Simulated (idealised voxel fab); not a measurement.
Herein follows the process module entitled voxel ribs on slabs.
Pictured: cross-section cut, 175 nm wide, on a grid of 5 nm square cells.
Cross-section format: a grid of square cells, given as bands from top to bottom; each band is one or more rows of cells. A band entry consists of two parts. The first gives the height of the band's top and the height of its bottom, in nm. The rest lists the band's materials from left to right, each with its width in nm. A single material labelled with the word "all across" fills the band from edge to edge, and the word "empty" marks empty space. Zero point of the height axis is 0; under it, received wafer = one material. Lowest band: continues down indefinitely, "0 and below". Read "30->40" as a graded width: first number on top, second number at the bottom, same change between each pair of neighbouring rows. For the purposes of this document, the phrase "nothing was modified" attached to a step denotes that no cell within the cross-section was modified by that step. Closed empty spaces (no open way to the top) of 8 cells or more are what "Fully sealed cavities" lists, each as width x height at distance from the left edge, nm for all three. Step line, after settings: the simulator's comment on this step. The optional step-line setting "overlay nm" applies to steps with a mask and quantifies how far to the right of its planned location the mask lay, a negative value indicating leftward placement.

### Intended process steps
1. RECEIVE with material Si
2. DIRECTIONAL_DEP with material SiO2, thk nm 20
3. DIRECTIONAL_DEP with material polySi, thk nm 20
4. PATTERN with tone cover, mask id RIB, material resist, width nm 20, thk nm 20, overlay nm 0
5. DIRECTIONAL_ETCH with etch materials polySi, depth nm 10
6. STRIP with etch materials resist
7. MASKED_ETCH with tone cover, mask id SLAB, width nm 50, etch materials polySi, depth nm 10, overlay nm 0
8. FILL_DEP with material SiO2, thk nm 25
9. CMP with height nm 60
10. DIRECTIONAL_DEP with material TiN, thk nm 5
11. MASKED_ETCH with tone cover, mask id HEATER, width nm 30, etch materials TiN, depth nm 5, overlay nm 0
12. CONFORMAL_DEP with material SiN, thk nm 5

### Concerning the first of two wafers, which was run in accordance with the plan

### Cross-section: wafer on arrival = after step 1
	0 and below | Si all across
	Fully sealed cavities: none

### Cross-section of the wafer after step 2
	20 down to 0 | SiO2 all across
	Whatever lies below 0 is exactly as it was before.

### Cross-section of the wafer after step 3
	40 down to 20 | polySi all across
	Whatever lies below 20 is exactly as it was before.

### Cross-section of the wafer after step 4
	60 down to 40 | empty=75; resist=20; empty=80
	Whatever lies below 40 is exactly as it was before.

### Cross-section of the wafer after step 5
	60 down to 40 | empty=75; resist=20; empty=80
	40 down to 30 | empty=75; polySi=20; empty=80
	Whatever lies below 30 is exactly as it was before.

### Cross-section of the wafer after step 6
	40 down to 30 | empty=75; polySi=20; empty=80
	Whatever lies below 30 is exactly as it was before.

### Cross-section of the wafer after step 7
	40 down to 30 | empty=75; polySi=20; empty=80
	30 down to 20 | empty=60; polySi=50; empty=65
	Whatever lies below 20 is exactly as it was before.

### Cross-section of the wafer after step 8
	65 down to 40 | SiO2 all across
	40 down to 30 | SiO2=75; polySi=20; SiO2=80
	30 down to 20 | SiO2=60; polySi=50; SiO2=65
	Whatever lies below 20 is exactly as it was before.

### Cross-section of the wafer after step 9
	60 down to 40 | SiO2 all across
	Whatever lies below 40 is exactly as it was before.

### Cross-section of the wafer after step 10
	65 down to 60 | TiN all across
	Whatever lies below 60 is exactly as it was before.

### Cross-section of the wafer after step 11
	65 down to 60 | empty=70; TiN=30; empty=75
	Whatever lies below 60 is exactly as it was before.

### Cross-section of the wafer after step 12
	70 down to 65 | empty=65; SiN=40; empty=70
	65 down to 60 | SiN=70; TiN=30; SiN=75
	Whatever lies below 60 is exactly as it was before.

### The second wafer began exactly as the first did and followed the same plan, but one mistake was made while running it; through step 7 inclusive, the two wafers are identical

### Second wafer, sectioned view, at step 8's planned end time
	65 down to 40 | TiN all across
	40 down to 30 | TiN=75; polySi=20; TiN=80
	30 down to 20 | TiN=60; polySi=50; TiN=65
	Whatever lies below 20 is exactly as it was before.

### Second wafer, sectioned view, at step 9's planned end time
	60 down to 40 | TiN all across
	Whatever lies below 40 is exactly as it was before.

### Second wafer, sectioned view, at step 10's planned end time
	65 down to 40 | TiN all across
	Whatever lies below 40 is exactly as it was before.

### Second wafer, sectioned view, at step 11's planned end time
	65 down to 60 | empty=70; TiN=30; empty=75
	Whatever lies below 60 is exactly as it was before.

### Second wafer, sectioned view, at step 12's planned end time
	70 down to 65 | empty=65; SiN=40; empty=70
	65 down to 60 | SiN=70; TiN=30; SiN=75
	Whatever lies below 60 is exactly as it was before.
what went wrong: the process deviated at step 8: the operation and settings actually run there were FILL_DEP with material TiN, thk nm 25
Final wafer comparison in cells, second versus first, more or fewer per material: SiO2 -252; TiN +252
